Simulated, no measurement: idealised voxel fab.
process module | voxel transistor to metal
cross-section cut | 165 nm wide | cells 5 nm
A cross-section is a grid of square cells, given in bands from the top down. A band is one or more rows of cells.
Each band's line starts with the height of the band's top and of its bottom, in nm. Then come its materials from left to right, each with its width in nm. One material with "throughout" fills the band from edge to edge. "air" is empty space.
Height 0 is the level under which the wafer as received is all one material. The lowest band goes on downwards, as in "0 down".
A width such as "30 to 40" changes by the same amount from each row of cells to the next, from the band's top row to its bottom row.
"no change" after a step means that no cell of the cross-section changed.
closed voids: empty space of 8 cells or more with no open way to the top, each as width x height at its distance from the left edge, in nm
after a step's settings: what the simulator itself notes on the step
overlay nm, on a step with a mask: how far to the right of its planned place the mask lay; to the left if negative
Each pair below shows a cross-section before one step and the cross-section after it, down to the lowest band that changed. The line under each pair gives the step between them, with its settings. The pairs can come from different runs of this module on the same starting wafer, so a pair continues from the pair above only where its "before" says so.
before
  0 down: Si throughout
  closed voids: none
after
  0 to -5: SiO2 throughout
  below -5: unchanged
  closed voids: none
the step between: op OXIDIZE | depth nm 5
before: the cross-section after the pair above
after
  15 to 0: SiN throughout
  below 0: unchanged
  closed voids: none
the step between: op CONFORMAL_DEP | material SiN | thk nm 15
before: the cross-section after the pair above
after
  25 to 15: aC throughout
  below 15: unchanged
  closed voids: none
the step between: op DIRECTIONAL_DEP | material aC | thk nm 10
before: the cross-section after the pair above
after
  50 to 25: air 25 | resist 110 | air 30
  below 25: unchanged
  closed voids: none
the step between: op PATTERN | tone cover | mask id ACTIVE | material resist | width nm 110 | thk nm 25 | overlay nm 0
before: the cross-section after the pair above
after
  40 to 25: air 25 | resist 110 | air 30
  25 to 15: air 25 | aC 110 | air 30
  below 15: unchanged
  closed voids: none
the step between: op DIRECTIONAL_ETCH | etch materials aC | depth nm 10
before: the cross-section after the pair above
after
  25 to 15: air 25 | aC 110 | air 30
  below 15: unchanged
  closed voids: none
the step between: op STRIP | etch materials resist
before: the cross-section after the pair above
after
  25 to 15: air 25 | aC 110 | air 30
  15 to 0: air 25 | SiN 110 | air 30
  below 0: unchanged
  closed voids: none
the step between: op DIRECTIONAL_ETCH | etch materials SiN | depth nm 15
before: the cross-section after the pair above
after
  25 to 15: air 25 | aC 110 | air 30
  15 to 0: air 25 | SiN 110 | air 30
  0 to -5: air 25 | SiO2 110 | air 30
  below -5: unchanged
  closed voids: none
the step between: op DIRECTIONAL_ETCH | etch materials SiO2 | depth nm 5
before: the cross-section after the pair above
after
  25 to 15: air 25 | aC 110 | air 30
  15 to 0: air 25 | SiN 110 | air 30
  0 to -5: air 25 | SiO2 110 | air 30
  -5 to -30: air 25 | Si 110 | air 30
  below -30: unchanged
  closed voids: none
the step between: op DIRECTIONAL_ETCH | etch materials Si | depth nm 25
before: the cross-section after the pair above
after
  15 to 0: air 25 | SiN 110 | air 30
  below 0: unchanged
  closed voids: none
the step between: op STRIP | etch materials aC
before: the cross-section after the pair above
after
  20 to 15: SiO2 throughout
  15 to 0: SiO2 25 | SiN 110 | SiO2 30
  0 to -5: SiO2 throughout
  -5 to -30: SiO2 25 | Si 110 | SiO2 30
  below -30: unchanged
  closed voids: none
the step between: op FILL_DEP | material SiO2 | thk nm 5
before: the cross-section after the pair above
after
  15 to 0: SiO2 25 | SiN 110 | SiO2 30
  below 0: unchanged
  closed voids: none
the step between: op CMP | height nm 15
before: the cross-section after the pair above
after
  15 to 5: air 25 | SiN 110 | air 30
  below 5: unchanged
  closed voids: none
the step between: op SELECTIVE_ETCH | etch materials SiO2 | depth nm 10
before: the cross-section after the pair above
after
  5 to 0: SiO2 25 | air 110 | SiO2 30
  below 0: unchanged
  closed voids: none
the step between: op STRIP | etch materials SiN
before: the cross-section after the pair above
after
  0 to -5: SiO2 20 | air 120 | SiO2 25
  below -5: unchanged
  closed voids: none
the step between: op SELECTIVE_ETCH | etch materials SiO2 | depth nm 5
before: the cross-section after the pair above
after
  0 to -5: SiO2 20 | air 120 | SiO2 25
  -5 to -10: SiO2 throughout
  below -10: unchanged
  closed voids: none
the step between: op OXIDIZE | depth nm 5
before: the cross-section after the pair above
after
  30 to 25: polySi 20 | air 120 | polySi 25
  25 to 0: polySi throughout
  0 to -5: SiO2 20 | polySi 120 | SiO2 25
  below -5: unchanged
  closed voids: none
the step between: op DIRECTIONAL_DEP | material polySi | thk nm 30
before: the cross-section after the pair above
after
  45 to 40: SiCN 20 | air 120 | SiCN 25
  40 to 30: SiCN throughout
  30 to 25: polySi 20 | SiCN 120 | polySi 25
  below 25: unchanged
  closed voids: none
the step between: op DIRECTIONAL_DEP | material SiCN | thk nm 15
before: the cross-section after the pair above
after
  40 to 30: air 70 | SiCN 20 | air 75
  30 to 25: polySi 20 | air 50 | SiCN 20 | air 50 | polySi 25
  below 25: unchanged
  closed voids: none
the step between: op MASKED_ETCH | tone cover | mask id GATE | width nm 20 | etch materials SiCN | depth nm 25 | overlay nm 0
before: the cross-section after the pair above
after
  40 to 25: air 70 | SiCN 20 | air 75
  25 to 0: air 70 | polySi 20 | air 75
  0 to -5: SiO2 20 | air 50 | polySi 20 | air 50 | SiO2 25
  below -5: unchanged
  closed voids: none
the step between: op MASKED_ETCH | tone cover | mask id GATE | width nm 20 | etch materials polySi | depth nm 40 | overlay nm 0
before: the cross-section after the pair above
after
  45 to 40: air 65 | SiO2 30 | air 70
  40 to 25: air 65 | SiO2 5 | SiCN 20 | SiO2 5 | air 70
  25 to 5: air 65 | SiO2 5 | polySi 20 | SiO2 5 | air 70
  5 to 0: SiO2 25 | air 40 | SiO2 5 | polySi 20 | SiO2 5 | air 40 | SiO2 30
  0 to -5: SiO2 70 | polySi 20 | SiO2 75
  below -5: unchanged
  closed voids: none
the step between: op CONFORMAL_DEP | material SiO2 | thk nm 5
before: the cross-section after the pair above
after
  40 to 25: air 65 | SiO2 5 | SiCN 20 | SiO2 5 | air 70
  25 to 0: air 65 | SiO2 5 | polySi 20 | SiO2 5 | air 70
  0 to -5: SiO2 25 | air 40 | SiO2 5 | polySi 20 | SiO2 5 | air 40 | SiO2 30
  below -5: unchanged
  closed voids: none
the step between: op DIRECTIONAL_ETCH | etch materials SiO2 | depth nm 5
before: the cross-section after the pair above
after
  50 to 40: air 55 | SiN 50 | air 60
  40 to 25: air 55 | SiN 10 | SiO2 5 | SiCN 20 | SiO2 5 | SiN 10 | air 60
  25 to 10: air 55 | SiN 10 | SiO2 5 | polySi 20 | SiO2 5 | SiN 10 | air 60
  10 to 5: SiN 35 | air 20 | SiN 10 | SiO2 5 | polySi 20 | SiO2 5 | SiN 10 | air 20 | SiN 40
  5 to 0: SiN 65 | SiO2 5 | polySi 20 | SiO2 5 | SiN 70
  0 to -5: SiO2 25 | SiN 40 | SiO2 5 | polySi 20 | SiO2 5 | SiN 40 | SiO2 30
  below -5: unchanged
  closed voids: none
the step between: op CONFORMAL_DEP | material SiN | thk nm 10
before: the cross-section after the pair above
after
  40 to 25: air 55 | SiN 10 | SiO2 5 | SiCN 20 | SiO2 5 | SiN 10 | air 60
  25 to 0: air 55 | SiN 10 | SiO2 5 | polySi 20 | SiO2 5 | SiN 10 | air 60
  0 to -5: SiO2 25 | SiN 10 | air 20 | SiN 10 | SiO2 5 | polySi 20 | SiO2 5 | SiN 10 | air 20 | SiN 10 | SiO2 30
  below -5: unchanged
  closed voids: none
the step between: op DIRECTIONAL_ETCH | etch materials SiN | depth nm 10
before: the cross-section after the pair above
after
  40 to 35: air 55 | SiN 10 | air 5 | SiCN 20 | air 5 | SiN 10 | air 60
  35 to 25: air 55 | SiN 10 | SiO2 5 | SiCN 20 | SiO2 5 | SiN 10 | air 60
  25 to 0: air 55 | SiN 10 | SiO2 5 | polySi 20 | SiO2 5 | SiN 10 | air 60
  0 to -5: air 25 | SiN 10 | air 20 | SiN 10 | SiO2 5 | polySi 20 | SiO2 5 | SiN 10 | air 20 | SiN 10 | air 30
  -5 to -10: SiO2 35 | air 20 | SiO2 50 | air 20 | SiO2 40
  below -10: unchanged
  closed voids: none
the step between: op DIRECTIONAL_ETCH | etch materials SiO2 | depth nm 5
before: the cross-section after the pair above
after
  40 to 35: air 55 | SiN 10 | air 5 | SiCN 20 | air 5 | SiN 10 | air 60
  35 to 25: air 55 | SiN 10 | SiO2 5 | SiCN 20 | SiO2 5 | SiN 10 | air 60
  25 to 0: air 55 | SiN 10 | SiO2 5 | polySi 20 | SiO2 5 | SiN 10 | air 60
  0 to -5: air 25 | SiN 10 | air 20 | SiN 10 | SiO2 5 | polySi 20 | SiO2 5 | SiN 10 | air 20 | SiN 10 | air 30
  -5 to -10: SiO2 35 | pSi 20 | SiO2 50 | pSi 20 | SiO2 40
  below -10: unchanged
  closed voids: none
the step between: op EPI | material pSi | thk nm 5
before: the cross-section after the pair above
after
  45 to 40: SiO2 throughout
  40 to 25: SiO2 55 | SiN 10 | SiO2 5 | SiCN 20 | SiO2 5 | SiN 10 | SiO2 60
  25 to 0: SiO2 55 | SiN 10 | SiO2 5 | polySi 20 | SiO2 5 | SiN 10 | SiO2 60
  0 to -5: SiO2 25 | SiN 10 | SiO2 20 | SiN 10 | SiO2 5 | polySi 20 | SiO2 5 | SiN 10 | SiO2 20 | SiN 10 | SiO2 30
  below -5: unchanged
  closed voids: none
the step between: op FILL_DEP | material SiO2 | thk nm 5
before: the cross-section after the pair above
after
  40 to 25: SiO2 55 | SiN 10 | SiO2 5 | SiCN 20 | SiO2 5 | SiN 10 | SiO2 60
  below 25: unchanged
  closed voids: none
the step between: op CMP | height nm 40
before: the cross-section after the pair above
after
  55 to 40: SiO2 throughout
  below 40: unchanged
  closed voids: none
the step between: op DIRECTIONAL_DEP | material SiO2 | thk nm 15
before: the cross-section after the pair above
after
  75 to 55: resist 30 | air 20 | resist 60 | air 20 | resist 35
  below 55: unchanged
  closed voids: none
the step between: op PATTERN | tone open | mask id CONTACT | material resist | width nm 20 | pitch nm 80 | thk nm 20 | overlay nm 0
before: the cross-section after the pair above
after
  75 to 55: resist 30 | air 20 | resist 60 | air 20 | resist 35
  55 to 40: SiO2 30 | air 20 | SiO2 60 | air 20 | SiO2 35
  40 to 25: SiO2 30 | air 20 | SiO2 5 | SiN 10 | SiO2 5 | SiCN 20 | SiO2 5 | SiN 10 | SiO2 5 | air 20 | SiO2 35
  25 to 0: SiO2 30 | air 20 | SiO2 5 | SiN 10 | SiO2 5 | polySi 20 | SiO2 5 | SiN 10 | SiO2 5 | air 20 | SiO2 35
  0 to -5: SiO2 25 | SiN 10 | air 15 | SiO2 5 | SiN 10 | SiO2 5 | polySi 20 | SiO2 5 | SiN 10 | SiO2 5 | air 15 | SiN 10 | SiO2 30
  below -5: unchanged
  closed voids: none
the step between: op DIRECTIONAL_ETCH | etch materials SiO2 | depth nm 60
before: the cross-section after the pair above
after
  55 to 40: SiO2 30 | air 20 | SiO2 60 | air 20 | SiO2 35
  below 40: unchanged
  closed voids: none
the step between: op STRIP | etch materials resist
before: the cross-section after the pair above
after
  60 to 55: TiN 35 | air 10 | TiN 70 | air 10 | TiN 40
  55 to 40: SiO2 30 | TiN 5 | air 10 | TiN 5 | SiO2 60 | TiN 5 | air 10 | TiN 5 | SiO2 35
  40 to 25: SiO2 30 | TiN 5 | air 10 | TiN 5 | SiO2 5 | SiN 10 | SiO2 5 | SiCN 20 | SiO2 5 | SiN 10 | SiO2 5 | TiN 5 | air 10 | TiN 5 | SiO2 35
  25 to 5: SiO2 30 | TiN 5 | air 10 | TiN 5 | SiO2 5 | SiN 10 | SiO2 5 | polySi 20 | SiO2 5 | SiN 10 | SiO2 5 | TiN 5 | air 10 | TiN 5 | SiO2 35
  5 to 0: SiO2 30 | TiN 10 | air 5 | TiN 5 | SiO2 5 | SiN 10 | SiO2 5 | polySi 20 | SiO2 5 | SiN 10 | SiO2 5 | TiN 5 | air 5 | TiN 10 | SiO2 35
  0 to -5: SiO2 25 | SiN 10 | TiN 15 | SiO2 5 | SiN 10 | SiO2 5 | polySi 20 | SiO2 5 | SiN 10 | SiO2 5 | TiN 15 | SiN 10 | SiO2 30
  below -5: unchanged
  closed voids: none
the step between: op CONFORMAL_DEP | material TiN | thk nm 5
before: the cross-section after the pair above
after
  65 to 60: Ru throughout
  60 to 55: TiN 35 | Ru 10 | TiN 70 | Ru 10 | TiN 40
  55 to 40: SiO2 30 | TiN 5 | Ru 10 | TiN 5 | SiO2 60 | TiN 5 | Ru 10 | TiN 5 | SiO2 35
  40 to 25: SiO2 30 | TiN 5 | Ru 10 | TiN 5 | SiO2 5 | SiN 10 | SiO2 5 | SiCN 20 | SiO2 5 | SiN 10 | SiO2 5 | TiN 5 | Ru 10 | TiN 5 | SiO2 35
  25 to 5: SiO2 30 | TiN 5 | Ru 10 | TiN 5 | SiO2 5 | SiN 10 | SiO2 5 | polySi 20 | SiO2 5 | SiN 10 | SiO2 5 | TiN 5 | Ru 10 | TiN 5 | SiO2 35
  5 to 0: SiO2 30 | TiN 10 | Ru 5 | TiN 5 | SiO2 5 | SiN 10 | SiO2 5 | polySi 20 | SiO2 5 | SiN 10 | SiO2 5 | TiN 5 | Ru 5 | TiN 10 | SiO2 35
  below 0: unchanged
  closed voids: none
the step between: op FILL_DEP | material Ru | thk nm 5
before: the cross-section after the pair above
after
  55 to 40: SiO2 30 | TiN 5 | Ru 10 | TiN 5 | SiO2 60 | TiN 5 | Ru 10 | TiN 5 | SiO2 35
  below 40: unchanged
  closed voids: none
the step between: op CMP | height nm 55
before: the cross-section after the pair above
after
  60 to 55: TiN throughout
  below 55: unchanged
  closed voids: none
the step between: op DIRECTIONAL_DEP | material TiN | thk nm 5
before: the cross-section after the pair above
after
  75 to 60: W throughout
  below 60: unchanged
  closed voids: none
the step between: op DIRECTIONAL_DEP | material W | thk nm 15
before: the cross-section after the pair above
after
  95 to 75: air 30 | resist 20 | air 60 | resist 20 | air 35
  below 75: unchanged
  closed voids: none
the step between: op PATTERN | tone cover | mask id METAL_1 | material resist | width nm 20 | pitch nm 80 | thk nm 20 | overlay nm 0
before: the cross-section after the pair above
after
  95 to 75: air 30 | resist 20 | air 60 | resist 20 | air 35
  75 to 60: air 30 | W 20 | air 60 | W 20 | air 35
  below 60: unchanged
  closed voids: none
the step between: op DIRECTIONAL_ETCH | etch materials W | depth nm 15
before: the cross-section after the pair above
after
  95 to 75: air 30 | resist 20 | air 60 | resist 20 | air 35
  75 to 60: air 30 | W 20 | air 60 | W 20 | air 35
  60 to 55: air 30 | TiN 20 | air 60 | TiN 20 | air 35
  below 55: unchanged
  closed voids: none
the step between: op DIRECTIONAL_ETCH | etch materials TiN | depth nm 5
before: the cross-section after the pair above
after
  75 to 60: air 30 | W 20 | air 60 | W 20 | air 35
  below 60: unchanged
  closed voids: none
the step between: op STRIP | etch materials resist
before: the cross-section after the pair above
after
  85 to 75: SiO2 throughout
  75 to 60: SiO2 30 | W 20 | SiO2 60 | W 20 | SiO2 35
  60 to 55: SiO2 30 | TiN 20 | SiO2 60 | TiN 20 | SiO2 35
  below 55: unchanged
  closed voids: none
the step between: op FILL_DEP | material SiO2 | thk nm 10
before: the cross-section after the pair above
after
  75 to 60: SiO2 30 | W 20 | SiO2 60 | W 20 | SiO2 35
  below 60: unchanged
  closed voids: none
the step between: op CMP | height nm 75
before: the cross-section after the pair above
after
  80 to 75: SiCN throughout
  below 75: unchanged
  closed voids: none
the step between: op CONFORMAL_DEP | material SiCN | thk nm 5
before: the cross-section after the pair above
after
  110 to 80: lowk throughout
  below 80: unchanged
  closed voids: none
the step between: op DIRECTIONAL_DEP | material lowk | thk nm 30
before: the cross-section after the pair above
after
  125 to 110: resist 30 | air 15 | resist 65 | air 15 | resist 40
  below 110: unchanged
  closed voids: none
the step between: op PATTERN | tone open | mask id METAL_2_HOLES | material resist | width nm 15 | pitch nm 80 | thk nm 15 | overlay nm 0
before: the cross-section after the pair above
after
  125 to 110: resist 30 | air 15 | resist 65 | air 15 | resist 40
  110 to 80: lowk 30 | air 15 | lowk 65 | air 15 | lowk 40
  below 80: unchanged
  closed voids: none
the step between: op DIRECTIONAL_ETCH | etch materials lowk | depth nm 30
before: the cross-section after the pair above
after
  110 to 80: lowk 30 | air 15 | lowk 65 | air 15 | lowk 40
  below 80: unchanged
  closed voids: none
the step between: op STRIP | etch materials resist
before: the cross-section after the pair above
after
  120 to 110: aC 30 | air 15 | aC 65 | air 15 | aC 40
  110 to 90: lowk 30 | air 15 | lowk 65 | air 15 | lowk 40
  90 to 80: lowk 30 | aC 15 | lowk 65 | aC 15 | lowk 40
  below 80: unchanged
  closed voids: none
the step between: op DIRECTIONAL_DEP | material aC | thk nm 10
before: the cross-section after the pair above
after
  150 to 120: resist 30 | air 20 | resist 60 | air 20 | resist 35
  below 120: unchanged
  closed voids: none
the step between: op PATTERN | tone open | mask id METAL_2 | material resist | width nm 20 | pitch nm 80 | thk nm 30 | overlay nm 0
before: the cross-section after the pair above
after
  140 to 120: resist 30 | air 20 | resist 60 | air 20 | resist 35
  120 to 110: aC 30 | air 20 | aC 60 | air 20 | aC 35
  110 to 80: lowk 30 | air 15 | lowk 65 | air 15 | lowk 40
  below 80: unchanged
  closed voids: none
the step between: op DIRECTIONAL_ETCH | etch materials aC | depth nm 10
before: the cross-section after the pair above
after
  120 to 110: aC 30 | air 20 | aC 60 | air 20 | aC 35
  below 110: unchanged
  closed voids: none
the step between: op STRIP | etch materials resist
before: the cross-section after the pair above
after
  120 to 110: aC 30 | air 20 | aC 60 | air 20 | aC 35
  110 to 95: lowk 30 | air 20 | lowk 60 | air 20 | lowk 35
  below 95: unchanged
  closed voids: none
the step between: op DIRECTIONAL_ETCH | etch materials lowk | depth nm 15
before: the cross-section after the pair above
after
  120 to 110: aC 30 | air 20 | aC 60 | air 20 | aC 35
  110 to 95: lowk 30 | air 20 | lowk 60 | air 20 | lowk 35
  95 to 80: lowk 30 | air 15 | lowk 65 | air 15 | lowk 40
  80 to 75: SiCN 30 | air 15 | SiCN 65 | air 15 | SiCN 40
  below 75: unchanged
  closed voids: none
the step between: op DIRECTIONAL_ETCH | etch materials SiCN | depth nm 5
before: the cross-section after the pair above
after
  110 to 95: lowk 30 | air 20 | lowk 60 | air 20 | lowk 35
  below 95: unchanged
  closed voids: none
the step between: op STRIP | etch materials aC
before: the cross-section after the pair above
after
  115 to 110: TiN 35 | air 10 | TiN 70 | air 10 | TiN 40
  110 to 100: lowk 30 | TiN 5 | air 10 | TiN 5 | lowk 60 | TiN 5 | air 10 | TiN 5 | lowk 35
  100 to 95: lowk 30 | TiN 5 | air 5 | TiN 10 | lowk 60 | TiN 5 | air 5 | TiN 10 | lowk 35
  95 to 80: lowk 30 | TiN 5 | air 5 | TiN 5 | lowk 65 | TiN 5 | air 5 | TiN 5 | lowk 40
  80 to 75: SiCN 30 | TiN 15 | SiCN 65 | TiN 15 | SiCN 40
  below 75: unchanged
  closed voids: none
the step between: op CONFORMAL_DEP | material TiN | thk nm 5
before: the cross-section after the pair above
after
  125 to 115: Cu throughout
  115 to 110: TiN 35 | Cu 10 | TiN 70 | Cu 10 | TiN 40
  110 to 100: lowk 30 | TiN 5 | Cu 10 | TiN 5 | lowk 60 | TiN 5 | Cu 10 | TiN 5 | lowk 35
  100 to 95: lowk 30 | TiN 5 | Cu 5 | TiN 10 | lowk 60 | TiN 5 | Cu 5 | TiN 10 | lowk 35
  95 to 80: lowk 30 | TiN 5 | Cu 5 | TiN 5 | lowk 65 | TiN 5 | Cu 5 | TiN 5 | lowk 40
  below 80: unchanged
  closed voids: none
the step between: op FILL_DEP | material Cu | thk nm 10
before: the cross-section after the pair above
after
  110 to 100: lowk 30 | TiN 5 | Cu 10 | TiN 5 | lowk 60 | TiN 5 | Cu 10 | TiN 5 | lowk 35
  below 100: unchanged
  closed voids: none
the step between: op CMP | height nm 110
before: the cross-section after the pair above
after
  115 to 110: SiN throughout
  below 110: unchanged
  closed voids: none
the step between: op CONFORMAL_DEP | material SiN | thk nm 5
before
  40 to 25: air 65 | SiO2 5 | SiCN 20 | SiO2 5 | air 70
  25 to 0: air 65 | SiO2 5 | polySi 20 | SiO2 5 | air 70
  0 to -5: SiO2 25 | air 40 | SiO2 5 | polySi 20 | SiO2 5 | air 40 | SiO2 30
  -5 to -10: SiO2 throughout
  -10 to -30: SiO2 25 | Si 110 | SiO2 30
  -30 down: Si throughout
  closed voids: none
after
  40 to 35: air 70 | SiCN 20 | air 75
  35 to 25: air 65 | SiO2 5 | SiCN 20 | SiO2 5 | air 70
  25 to -5: air 65 | SiO2 5 | polySi 20 | SiO2 5 | air 70
  -5 to -10: SiO2 25 | air 40 | SiO2 30 | air 40 | SiO2 30
  below -10: unchanged
  closed voids: none
the step between: op DIRECTIONAL_ETCH | etch materials SiO2 | depth nm 5
before: the cross-section after the pair above
after
  40 to 35: air 70 | SiCN 20 | air 75
  35 to 25: air 65 | SiO2 5 | SiCN 20 | SiO2 5 | air 70
  25 to -5: air 65 | SiO2 5 | polySi 20 | SiO2 5 | air 70
  -5 to -10: SiO2 25 | pSi 40 | SiO2 30 | pSi 40 | SiO2 30
  below -10: unchanged
  closed voids: none
the step between: op EPI | material pSi | thk nm 5
before: the cross-section after the pair above
after
  45 to 40: SiO2 throughout
  40 to 25: SiO2 70 | SiCN 20 | SiO2 75
  25 to -5: SiO2 70 | polySi 20 | SiO2 75
  below -5: unchanged
  closed voids: none
the step between: op FILL_DEP | material SiO2 | thk nm 5
before: the cross-section after the pair above
after
  40 to 25: SiO2 70 | SiCN 20 | SiO2 75
  below 25: unchanged
  closed voids: none
the step between: op CMP | height nm 40
before: the cross-section after the pair above
after
  55 to 40: SiO2 throughout
  below 40: unchanged
  closed voids: none
the step between: op DIRECTIONAL_DEP | material SiO2 | thk nm 15
before: the cross-section after the pair above
after
  75 to 55: resist 30 | air 20 | resist 60 | air 20 | resist 35
  below 55: unchanged
  closed voids: none
the step between: op PATTERN | tone open | mask id CONTACT | material resist | width nm 20 | pitch nm 80 | thk nm 20 | overlay nm 0
before: the cross-section after the pair above
after
  75 to 55: resist 30 | air 20 | resist 60 | air 20 | resist 35
  55 to 40: SiO2 30 | air 20 | SiO2 60 | air 20 | SiO2 35
  40 to 25: SiO2 30 | air 20 | SiO2 20 | SiCN 20 | SiO2 20 | air 20 | SiO2 35
  25 to -5: SiO2 30 | air 20 | SiO2 20 | polySi 20 | SiO2 20 | air 20 | SiO2 35
  below -5: unchanged
  closed voids: none
the step between: op DIRECTIONAL_ETCH | etch materials SiO2 | depth nm 60
before: the cross-section after the pair above
after
  55 to 40: SiO2 30 | air 20 | SiO2 60 | air 20 | SiO2 35
  below 40: unchanged
  closed voids: none
the step between: op STRIP | etch materials resist
before: the cross-section after the pair above
after
  60 to 55: TiN 35 | air 10 | TiN 70 | air 10 | TiN 40
  55 to 40: SiO2 30 | TiN 5 | air 10 | TiN 5 | SiO2 60 | TiN 5 | air 10 | TiN 5 | SiO2 35
  40 to 25: SiO2 30 | TiN 5 | air 10 | TiN 5 | SiO2 20 | SiCN 20 | SiO2 20 | TiN 5 | air 10 | TiN 5 | SiO2 35
  25 to 0: SiO2 30 | TiN 5 | air 10 | TiN 5 | SiO2 20 | polySi 20 | SiO2 20 | TiN 5 | air 10 | TiN 5 | SiO2 35
  0 to -5: SiO2 30 | TiN 20 | SiO2 20 | polySi 20 | SiO2 20 | TiN 20 | SiO2 35
  below -5: unchanged
  closed voids: none
the step between: op CONFORMAL_DEP | material TiN | thk nm 5
before: the cross-section after the pair above
after
  65 to 60: Ru throughout
  60 to 55: TiN 35 | Ru 10 | TiN 70 | Ru 10 | TiN 40
  55 to 40: SiO2 30 | TiN 5 | Ru 10 | TiN 5 | SiO2 60 | TiN 5 | Ru 10 | TiN 5 | SiO2 35
  40 to 25: SiO2 30 | TiN 5 | Ru 10 | TiN 5 | SiO2 20 | SiCN 20 | SiO2 20 | TiN 5 | Ru 10 | TiN 5 | SiO2 35
  25 to 0: SiO2 30 | TiN 5 | Ru 10 | TiN 5 | SiO2 20 | polySi 20 | SiO2 20 | TiN 5 | Ru 10 | TiN 5 | SiO2 35
  below 0: unchanged
  closed voids: none
the step between: op FILL_DEP | material Ru | thk nm 5
before: the cross-section after the pair above
after
  55 to 40: SiO2 30 | TiN 5 | Ru 10 | TiN 5 | SiO2 60 | TiN 5 | Ru 10 | TiN 5 | SiO2 35
  below 40: unchanged
  closed voids: none
the step between: op CMP | height nm 55
before: the cross-section after the pair above
after
  60 to 55: TiN throughout
  below 55: unchanged
  closed voids: none
the step between: op DIRECTIONAL_DEP | material TiN | thk nm 5
before: the cross-section after the pair above
after
  75 to 60: W throughout
  below 60: unchanged
  closed voids: none
the step between: op DIRECTIONAL_DEP | material W | thk nm 15
before: the cross-section after the pair above
after
  95 to 75: air 30 | resist 20 | air 60 | resist 20 | air 35
  below 75: unchanged
  closed voids: none
the step between: op PATTERN | tone cover | mask id METAL_1 | material resist | width nm 20 | pitch nm 80 | thk nm 20 | overlay nm 0
before: the cross-section after the pair above
after
  95 to 75: air 30 | resist 20 | air 60 | resist 20 | air 35
  75 to 60: air 30 | W 20 | air 60 | W 20 | air 35
  below 60: unchanged
  closed voids: none
the step between: op DIRECTIONAL_ETCH | etch materials W | depth nm 15
before: the cross-section after the pair above
after
  95 to 75: air 30 | resist 20 | air 60 | resist 20 | air 35
  75 to 60: air 30 | W 20 | air 60 | W 20 | air 35
  60 to 55: air 30 | TiN 20 | air 60 | TiN 20 | air 35
  below 55: unchanged
  closed voids: none
the step between: op DIRECTIONAL_ETCH | etch materials TiN | depth nm 5
before: the cross-section after the pair above
after
  75 to 60: air 30 | W 20 | air 60 | W 20 | air 35
  below 60: unchanged
  closed voids: none
the step between: op STRIP | etch materials resist
before: the cross-section after the pair above
after
  85 to 75: SiO2 throughout
  75 to 60: SiO2 30 | W 20 | SiO2 60 | W 20 | SiO2 35
  60 to 55: SiO2 30 | TiN 20 | SiO2 60 | TiN 20 | SiO2 35
  below 55: unchanged
  closed voids: none
the step between: op FILL_DEP | material SiO2 | thk nm 10
before: the cross-section after the pair above
after
  75 to 60: SiO2 30 | W 20 | SiO2 60 | W 20 | SiO2 35
  below 60: unchanged
  closed voids: none
the step between: op CMP | height nm 75
before: the cross-section after the pair above
after
  80 to 75: SiCN throughout
  below 75: unchanged
  closed voids: none
the step between: op CONFORMAL_DEP | material SiCN | thk nm 5
before: the cross-section after the pair above
after
  110 to 80: lowk throughout
  below 80: unchanged
  closed voids: none
the step between: op DIRECTIONAL_DEP | material lowk | thk nm 30
before: the cross-section after the pair above
after
  125 to 110: resist 30 | air 15 | resist 65 | air 15 | resist 40
  below 110: unchanged
  closed voids: none
the step between: op PATTERN | tone open | mask id METAL_2_HOLES | material resist | width nm 15 | pitch nm 80 | thk nm 15 | overlay nm 0
before: the cross-section after the pair above
after
  125 to 110: resist 30 | air 15 | resist 65 | air 15 | resist 40
  110 to 80: lowk 30 | air 15 | lowk 65 | air 15 | lowk 40
  below 80: unchanged
  closed voids: none
the step between: op DIRECTIONAL_ETCH | etch materials lowk | depth nm 30
before: the cross-section after the pair above
after
  110 to 80: lowk 30 | air 15 | lowk 65 | air 15 | lowk 40
  below 80: unchanged
  closed voids: none
the step between: op STRIP | etch materials resist
before: the cross-section after the pair above
after
  120 to 110: aC 30 | air 15 | aC 65 | air 15 | aC 40
  110 to 90: lowk 30 | air 15 | lowk 65 | air 15 | lowk 40
  90 to 80: lowk 30 | aC 15 | lowk 65 | aC 15 | lowk 40
  below 80: unchanged
  closed voids: none
the step between: op DIRECTIONAL_DEP | material aC | thk nm 10
before: the cross-section after the pair above
after
  150 to 120: resist 30 | air 20 | resist 60 | air 20 | resist 35
  below 120: unchanged
  closed voids: none
the step between: op PATTERN | tone open | mask id METAL_2 | material resist | width nm 20 | pitch nm 80 | thk nm 30 | overlay nm 0
before: the cross-section after the pair above
after
  140 to 120: resist 30 | air 20 | resist 60 | air 20 | resist 35
  120 to 110: aC 30 | air 20 | aC 60 | air 20 | aC 35
  110 to 80: lowk 30 | air 15 | lowk 65 | air 15 | lowk 40
  below 80: unchanged
  closed voids: none
the step between: op DIRECTIONAL_ETCH | etch materials aC | depth nm 10
before: the cross-section after the pair above
after
  120 to 110: aC 30 | air 20 | aC 60 | air 20 | aC 35
  below 110: unchanged
  closed voids: none
the step between: op STRIP | etch materials resist
before: the cross-section after the pair above
after
  120 to 110: aC 30 | air 20 | aC 60 | air 20 | aC 35
  110 to 95: lowk 30 | air 20 | lowk 60 | air 20 | lowk 35
  below 95: unchanged
  closed voids: none
the step between: op DIRECTIONAL_ETCH | etch materials lowk | depth nm 15
before: the cross-section after the pair above
after
  120 to 110: aC 30 | air 20 | aC 60 | air 20 | aC 35
  110 to 95: lowk 30 | air 20 | lowk 60 | air 20 | lowk 35
  95 to 80: lowk 30 | air 15 | lowk 65 | air 15 | lowk 40
  80 to 75: SiCN 30 | air 15 | SiCN 65 | air 15 | SiCN 40
  below 75: unchanged
  closed voids: none
the step between: op DIRECTIONAL_ETCH | etch materials SiCN | depth nm 5
before: the cross-section after the pair above
after
  110 to 95: lowk 30 | air 20 | lowk 60 | air 20 | lowk 35
  below 95: unchanged
  closed voids: none
the step between: op STRIP | etch materials aC
before: the cross-section after the pair above
after
  115 to 110: TiN 35 | air 10 | TiN 70 | air 10 | TiN 40
  110 to 100: lowk 30 | TiN 5 | air 10 | TiN 5 | lowk 60 | TiN 5 | air 10 | TiN 5 | lowk 35
  100 to 95: lowk 30 | TiN 5 | air 5 | TiN 10 | lowk 60 | TiN 5 | air 5 | TiN 10 | lowk 35
  95 to 80: lowk 30 | TiN 5 | air 5 | TiN 5 | lowk 65 | TiN 5 | air 5 | TiN 5 | lowk 40
  80 to 75: SiCN 30 | TiN 15 | SiCN 65 | TiN 15 | SiCN 40
  below 75: unchanged
  closed voids: none
the step between: op CONFORMAL_DEP | material TiN | thk nm 5
